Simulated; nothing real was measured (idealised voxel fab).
Name of the process module below: voxel trench capacitor
Section cut is 260 nm wide and gridded with 5 nm square cells.
Reading order for cross-sections: top band down to bottom band. Underlying form: a grid of square cells. Band size: one or more rows of cells. Band: top and bottom heights (nm) first, top before bottom; then materials from left to right, widths in nm. "throughout" marks a sole material filling the band edge to edge. "air" denotes empty space. For the purposes of this specification, 0 denotes the height below which the wafer in its as-received condition is composed wholly of one material, and the lowermost band, lacking a lower limit, extends downward without end, as expressed in "0 and below". With a width like "30->40", each row of cells in the band differs from the next by the same amount, the top row carrying the first number and the bottom row the second. You'll sometimes find "changes: none" written for a step, and that's the way of saying that nowhere in the cross-section did a cell change during that step. Any empty space of 8 cells or more lacking an open way to the top shows up in "Trapped voids" as width x height at distance, distance from the left edge, in nm. Read whatever lies past the settings on a step's line as the simulator's own remark about the step. "overlay nm" answers the question of how far to the right of plan the mask lay on a step that has a mask, and when it is negative the answer is to the left.
# The process steps that were planned are listed below
1,RECEIVE | material Si
2,CONFORMAL_DEP | material SiN | thk nm 10
3,PATTERN | tone open | mask id TRENCH | material resist | width nm 25 | pitch nm 45 | thk nm 15 | overlay nm 0
4,DIRECTIONAL_ETCH | etch materials SiN | depth nm 10
5,DIRECTIONAL_ETCH | etch materials Si | depth nm 40
6,STRIP | etch materials resist
7,CONFORMAL_DEP | material Al2O3 | thk nm 5
8,CONFORMAL_DEP | material TiN | thk nm 5
9,FILL_DEP | material W | thk nm 5
10,CMP | height nm 10
# as received, after step 1
  0 and below | Si throughout
  Trapped voids: none
# Starting wafer: above. Plan: above. Run: one mistake. Cross-section after the module: below
  25 down to 20 | W throughout
  20 down to 15 | TiN: 60, W: 5, TiN: 40, W: 5, TiN: 40, W: 5, TiN: 40, W: 5, TiN: 60
  15 down to 10 | Al2O3: 55, TiN: 5, W: 5, TiN: 5, Al2O3: 30, TiN: 5, W: 5, TiN: 5, Al2O3: 30, TiN: 5, W: 5, TiN: 5, Al2O3: 30, TiN: 5, W: 5, TiN: 5, Al2O3: 55
  10 down to 0 | SiN: 50, Al2O3: 5, TiN: 5, W: 5, TiN: 5, Al2O3: 5, SiN: 20, Al2O3: 5, TiN: 5, W: 5, TiN: 5, Al2O3: 5, SiN: 20, Al2O3: 5, TiN: 5, W: 5, TiN: 5, Al2O3: 5, SiN: 20, Al2O3: 5, TiN: 5, W: 5, TiN: 5, Al2O3: 5, SiN: 50
  0 down to -30 | Si: 50, Al2O3: 5, TiN: 5, W: 5, TiN: 5, Al2O3: 5, Si: 20, Al2O3: 5, TiN: 5, W: 5, TiN: 5, Al2O3: 5, Si: 20, Al2O3: 5, TiN: 5, W: 5, TiN: 5, Al2O3: 5, Si: 20, Al2O3: 5, TiN: 5, W: 5, TiN: 5, Al2O3: 5, Si: 50
  -30 down to -35 | Si: 50, Al2O3: 5, TiN: 15, Al2O3: 5, Si: 20, Al2O3: 5, TiN: 15, Al2O3: 5, Si: 20, Al2O3: 5, TiN: 15, Al2O3: 5, Si: 20, Al2O3: 5, TiN: 15, Al2O3: 5, Si: 50
  -35 down to -40 | Si: 50, Al2O3: 25, Si: 20, Al2O3: 25, Si: 20, Al2O3: 25, Si: 20, Al2O3: 25, Si: 50
  -40 and below | Si throughout
  Trapped voids: none
What went wrong in running the wafer? the plan's step 10 went unexecuted, having been skipped
